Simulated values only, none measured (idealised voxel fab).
You're looking at the process module voxel spacer lines.
Displayed cross-section: cut, width of 225 nm, square cells sized 5 nm.
Cross-sections here: square-cell grids, written as top-down lists of bands, a band being one or more rows of cells.
Band: top height; bottom height; in nm. Then, left to right: material with width in nm, for each material. "throughout": a single material spanning edge to edge. "empty": empty space.
Note: height 0 marks the level under which the wafer is uniformly one material as received. Lowest band unbounded below, written "top 0, no bottom".
Graded width ("30 to 40"): value in top row of band = first number; value in bottom row = second number; row-to-row change constant.
When a step is marked "changes: none", none of the cells in the cross-section changed during that step.
Empty spaces counting at least 8 cells and having no open way to the top are listed in "Sealed internal cavities". The notation width x height at distance is used for each, the distance being from the left edge and all three values in nm.
The remark found on a step's line after its settings is issued by the simulator itself and pertains to that step.
You can add "overlay nm" to a step's line. For a step with a mask, it describes how far the mask lay to the right of its planned position, and a negative number describes a lay to the left.

Here's what the planned process steps look like
| 1 | RECEIVE,material Si |
| 2 | CONFORMAL_DEP,material Al2O3,thk nm 10 |
| 3 | DIRECTIONAL_DEP,material polySi,thk nm 10 |
| 4 | DIRECTIONAL_DEP,material aC,thk nm 25 |
| 5 | PATTERN,tone cover,mask id MANDREL,material resist,width nm 25,pitch nm 70,thk nm 30,overlay nm 0 |
| 6 | DIRECTIONAL_ETCH,etch materials aC,depth nm 25 |
| 7 | STRIP,etch materials resist |
| 8 | CONFORMAL_DEP,material SiO2,thk nm 10 |
| 9 | DIRECTIONAL_ETCH,etch materials SiO2,depth nm 10 |
| 10 | STRIP,etch materials aC |
| 11 | DIRECTIONAL_ETCH,etch materials polySi,depth nm 10 |
| 12 | STRIP,etch materials SiO2 |

Below: the first of two wafers, run as planned

Wafer as received: cross-section following step 1
  top 0, no bottom: Si throughout
  Sealed internal cavities: none

The wafer in cross-section once step 2 is complete
  top 10, bottom 0: Al2O3 throughout
  Unchanged below 0.

The wafer in cross-section once step 3 is complete
  top 20, bottom 10: polySi throughout
  Unchanged below 10.

The wafer in cross-section once step 4 is complete
  top 45, bottom 20: aC throughout
  Unchanged below 20.

The wafer in cross-section once step 5 is complete
  top 75, bottom 45: 65 of empty | 25 of resist | 45 of empty | 25 of resist | 65 of empty
  Unchanged below 45.

The wafer in cross-section once step 6 is complete
  top 50, bottom 45: 65 of empty | 25 of resist | 45 of empty | 25 of resist | 65 of empty
  top 45, bottom 20: 65 of empty | 25 of aC | 45 of empty | 25 of aC | 65 of empty
  Unchanged below 20.

The wafer in cross-section once step 7 is complete
  top 45, bottom 20: 65 of empty | 25 of aC | 45 of empty | 25 of aC | 65 of empty
  Unchanged below 20.

The wafer in cross-section once step 8 is complete
  top 55, bottom 45: 55 of empty | 45 of SiO2 | 25 of empty | 45 of SiO2 | 55 of empty
  top 45, bottom 30: 55 of empty | 10 of SiO2 | 25 of aC | 10 of SiO2 | 25 of empty | 10 of SiO2 | 25 of aC | 10 of SiO2 | 55 of empty
  top 30, bottom 20: 65 of SiO2 | 25 of aC | 45 of SiO2 | 25 of aC | 65 of SiO2
  Unchanged below 20.

The wafer in cross-section once step 9 is complete
  top 45, bottom 20: 55 of empty | 10 of SiO2 | 25 of aC | 10 of SiO2 | 25 of empty | 10 of SiO2 | 25 of aC | 10 of SiO2 | 55 of empty
  Unchanged below 20.

The wafer in cross-section once step 10 is complete
  top 45, bottom 20: 55 of empty | 10 of SiO2 | 25 of empty | 10 of SiO2 | 25 of empty | 10 of SiO2 | 25 of empty | 10 of SiO2 | 55 of empty
  Unchanged below 20.

The wafer in cross-section once step 11 is complete
  top 45, bottom 20: 55 of empty | 10 of SiO2 | 25 of empty | 10 of SiO2 | 25 of empty | 10 of SiO2 | 25 of empty | 10 of SiO2 | 55 of empty
  top 20, bottom 10: 55 of empty | 10 of polySi | 25 of empty | 10 of polySi | 25 of empty | 10 of polySi | 25 of empty | 10 of polySi | 55 of empty
  Unchanged below 10.

The wafer in cross-section once step 12 is complete
  top 20, bottom 10: 55 of empty | 10 of polySi | 25 of empty | 10 of polySi | 25 of empty | 10 of polySi | 25 of empty | 10 of polySi | 55 of empty
  Unchanged below 10.

Second wafer, same starting conditions and recipe as the first, one mistake in executing it, nothing differs from the first up to and including step 2

When step 3 should have ended
  top 35, bottom 10: aC throughout
  Unchanged below 10.

When step 4 should have ended
  top 45, bottom 35: polySi throughout
  Unchanged below 35.

When step 5 should have ended
  top 75, bottom 45: 65 of empty | 25 of resist | 45 of empty | 25 of resist | 65 of empty
  Unchanged below 45.

When step 6 should have ended
  top 50, bottom 45: 65 of empty | 25 of resist | 45 of empty | 25 of resist | 65 of empty
  Unchanged below 45.

When step 7 should have ended
  top 45, bottom 35: polySi throughout
  Unchanged below 35.

When step 8 should have ended
  top 55, bottom 45: SiO2 throughout
  Unchanged below 45.

When step 9 should have ended
  top 45, bottom 35: polySi throughout
  Unchanged below 35.

when step 10 should have ended: changes: none

When step 11 should have ended
  top 35, bottom 10: aC throughout
  Unchanged below 10.

when step 12 should have ended: changes: none
Short version of what went wrong: steps 3 and 4 of the plan were run in the wrong order, each in the other's place
End of process, cell counts, second wafer against first, materials with more or fewer: aC: 225 more | polySi: 16 fewer
